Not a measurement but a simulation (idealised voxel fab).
The process module presented herein is designated voxel released beams.
The width of the displayed cross-section, cut, is 165 nm; its cells are square, with a size of 5 nm.
How to read a cross-section here: the picture is a grid of square cells, written as bands going from the top down, and any band can span one or more rows of cells. Per band: top height and bottom height in nm, followed by the left-to-right materials and their widths in nm; "full width" marks a single material spanning edge to edge, "air" marks empty space. Below 0: as-received wafer, all one material; heights counted from there. Lowest band: no bottom, goes on down, written "0 -> down". So if you see something like "30->40" for the width, read it as the top row of the band sitting at the first number and the bottom row at the second, with every row in between moving by the same amount as the last. Reading "nothing got changed" for a step: not a cell of the cross-section changed in it. For the entry "Closed-off voids", the listed items are empty spaces with no open way to the top whose size is 8 cells or more; each item follows the pattern width x height at distance, where distance is from the left edge and all three are in nm. Step line, after settings: the simulator's comment on this step. When a step includes a mask, the "overlay nm" setting on its line states how far to the right of its planned place that mask lay, and negative values state how far to the left.
Below is the list of planned process steps:
1: RECEIVE, material Si
2: CONFORMAL_DEP, material SiN, thk nm 10
3: DIRECTIONAL_DEP, material SiO2, thk nm 20
4: DIRECTIONAL_DEP, material aC, thk nm 15
5: PATTERN, tone open, mask id ANCHOR, material resist, width nm 35, thk nm 30, overlay nm 0
6: DIRECTIONAL_ETCH, etch materials aC, depth nm 15
7: STRIP, etch materials resist
8: DIRECTIONAL_ETCH, etch materials SiO2, depth nm 20
9: STRIP, etch materials aC
10: CONFORMAL_DEP, material polySi, thk nm 15
11: DIRECTIONAL_DEP, material aC, thk nm 15
12: PATTERN, tone cover, mask id BEAM, material resist, width nm 95, thk nm 35, overlay nm 0
13: DIRECTIONAL_ETCH, etch materials aC, depth nm 15
14: STRIP, etch materials resist
15: DIRECTIONAL_ETCH, etch materials polySi, depth nm 15
16: STRIP, etch materials aC
17: STRIP, etch materials SiO2
Cross-section, incoming material, after step 1:
	0 -> down  Si full width
	Closed-off voids: none
Starting wafer: above. Plan: above. Run: one mistake. Cross-section after the module: below:
	45 -> 30  air 30; polySi 25; air 5; polySi 65; air 40
	30 -> 25  air 40; polySi 15; air 5; polySi 15; air 90
	25 -> 10  air 40; polySi 35; air 90
	10 -> 0  SiN full width
	0 -> down  Si full width
	Closed-off voids: none
What was the processing mistake? for step 5, the planned setting was not used; the step was instead run as PATTERN, tone open, mask id ANCHOR, material resist, width nm 35, thk nm 30, overlay nm 5
